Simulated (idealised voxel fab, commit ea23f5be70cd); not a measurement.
This section sets out a process module, namely voxel wiring stack.
This is section cut - it's 230 nm across, gridded in 5 nm square cells.
Bands, listed from the top down, are how a cross-section gets written in this document; the cross-section itself is a grid of square cells, and a band is one or more rows of them.
In this notation a band is specified by the heights of its top and bottom, in that order and in nm, after which its materials appear from left to right, each paired with its width in nm. The word "throughout" attached to a single material means that material fills the band from edge to edge; the word "blank" stands for empty space.
Heads up on the height convention: 0 is the point under which the incoming wafer is all one material, and the lowest band has no bottom, it just keeps going down, like "from 0 down".
The notation "30..40" denotes a width that varies across the rows of cells in the band, beginning at the first number in the top row, finishing at the second number in the bottom row, and changing by an identical amount from each row to the next.
For the purposes of this document, the phrase "changes: none" attached to a step denotes that no cell within the cross-section was modified by that step.
Voids not open to the top, 8 cells minimum: see "Internal closed voids". Written width x height at distance; distance is from the left edge; nm.
Formally, on a step line, whatever follows the settings is a remark that the simulator itself makes on the step.
The "overlay nm" setting may appear on a step's line; for a step that uses a mask, it gives how far to the right of its planned position the mask lay, and a negative value indicates the left.

## The following list gives the planned process steps
1,RECEIVE,material Si
2,CONFORMAL_DEP,material SiO2,thk nm 10
3,DIRECTIONAL_DEP,material TiN,thk nm 5
4,DIRECTIONAL_DEP,material W,thk nm 20
5,DIRECTIONAL_DEP,material aC,thk nm 15
6,PATTERN,tone cover,mask id METAL_1,material resist,width nm 30,pitch nm 50,thk nm 35,overlay nm 0
7,DIRECTIONAL_ETCH,etch materials aC,depth nm 15
8,STRIP,etch materials resist
9,DIRECTIONAL_ETCH,etch materials W,depth nm 20
10,DIRECTIONAL_ETCH,etch materials TiN,depth nm 5
11,STRIP,etch materials aC
12,FILL_DEP,material SiO2,thk nm 5
13,CMP,height nm 35
14,CONFORMAL_DEP,material SiCN,thk nm 5
15,DIRECTIONAL_DEP,material SiO2,thk nm 25
16,DIRECTIONAL_DEP,material aC,thk nm 15
17,PATTERN,tone open,mask id METAL_2,material resist,width nm 30,pitch nm 50,thk nm 35,overlay nm 0
18,DIRECTIONAL_ETCH,etch materials aC,depth nm 15
19,STRIP,etch materials resist
20,DIRECTIONAL_ETCH,etch materials SiO2,depth nm 15
21,STRIP,etch materials aC
22,PATTERN,tone open,mask id METAL_2_HOLES,material resist,width nm 15,pitch nm 50,thk nm 20,overlay nm 0
23,DIRECTIONAL_ETCH,etch materials SiO2,depth nm 10
24,DIRECTIONAL_ETCH,etch materials SiCN,depth nm 5
25,STRIP,etch materials resist
26,CONFORMAL_DEP,material TiN,thk nm 5
27,FILL_DEP,material Cu,thk nm 5
28,CMP,height nm 65
29,CONFORMAL_DEP,material SiCN,thk nm 5
30,DIRECTIONAL_DEP,material SiO2,thk nm 30
31,DIRECTIONAL_DEP,material aC,thk nm 10
32,PATTERN,tone open,mask id METAL_3_HOLES,material resist,width nm 15,pitch nm 50,thk nm 30,overlay nm 0
33,DIRECTIONAL_ETCH,etch materials aC,depth nm 10
34,STRIP,etch materials resist
35,DIRECTIONAL_ETCH,etch materials SiO2,depth nm 30
36,STRIP,etch materials aC
37,DIRECTIONAL_DEP,material aC,thk nm 15
38,PATTERN,tone open,mask id METAL_3,material resist,width nm 30,pitch nm 50,thk nm 35,overlay nm 0
39,DIRECTIONAL_ETCH,etch materials aC,depth nm 15
40,STRIP,etch materials resist
41,DIRECTIONAL_ETCH,etch materials SiO2,depth nm 20
42,DIRECTIONAL_ETCH,etch materials SiCN,depth nm 5
43,STRIP,etch materials aC
44,CONFORMAL_DEP,material TiN,thk nm 5
45,FILL_DEP,material Cu,thk nm 10
46,CMP,height nm 100
47,CONFORMAL_DEP,material SiN,thk nm 5

## This is the cross-section of the wafer as we received it, i.e. after step 1
- from 0 down: Si throughout
- Internal closed voids: none

## Starting structure and process plan are as shown above, but one mistake was made in running the module; the wafer cross-section at the end of the module follows
- from 105 to 100: SiN throughout
- from 100 to 85: SiO2 75 nm | TiN 5 nm | Cu 20 nm | TiN 5 nm | SiO2 20 nm | TiN 5 nm | Cu 20 nm | TiN 5 nm | SiO2 75 nm
- from 85 to 75: SiO2 75 nm | TiN 5 nm | Cu 5 nm | TiN 20..5 nm | SiO2 20..35 nm | TiN 5 nm | Cu 5 nm | TiN 20..5 nm | SiO2 75..90 nm
- from 75 to 70: SiO2 75 nm | TiN 15 nm | SiO2 35 nm | TiN 15 nm | SiO2 90 nm
- from 70 to 65: Cu throughout
- from 65 to 55: SiO2 75 nm | TiN 5 nm | Cu 20 nm | TiN 5 nm | SiO2 20 nm | TiN 5 nm | Cu 20 nm | TiN 5 nm | SiO2 75 nm
- from 55 to 50: SiO2 75 nm | TiN 5 nm | Cu 5 nm | TiN 20 nm | SiO2 20 nm | TiN 5 nm | Cu 5 nm | TiN 20 nm | SiO2 75 nm
- from 50 to 40: SiO2 75 nm | TiN 5 nm | Cu 5 nm | TiN 5 nm | SiO2 35 nm | TiN 5 nm | Cu 5 nm | TiN 5 nm | SiO2 90 nm
- from 40 to 35: SiCN 75 nm | TiN 15 nm | SiCN 35 nm | TiN 15 nm | SiCN 90 nm
- from 35 to 15: SiO2 75 nm | W 30 nm | SiO2 20 nm | W 30 nm | SiO2 75 nm
- from 15 to 10: SiO2 75 nm | TiN 30 nm | SiO2 20 nm | TiN 30 nm | SiO2 75 nm
- from 10 to 0: SiO2 throughout
- from 0 down: Si throughout
- Internal closed voids: none
Misprocessing identified: off-plan run, step 29, actual operation and settings CONFORMAL_DEP,material Cu,thk nm 5
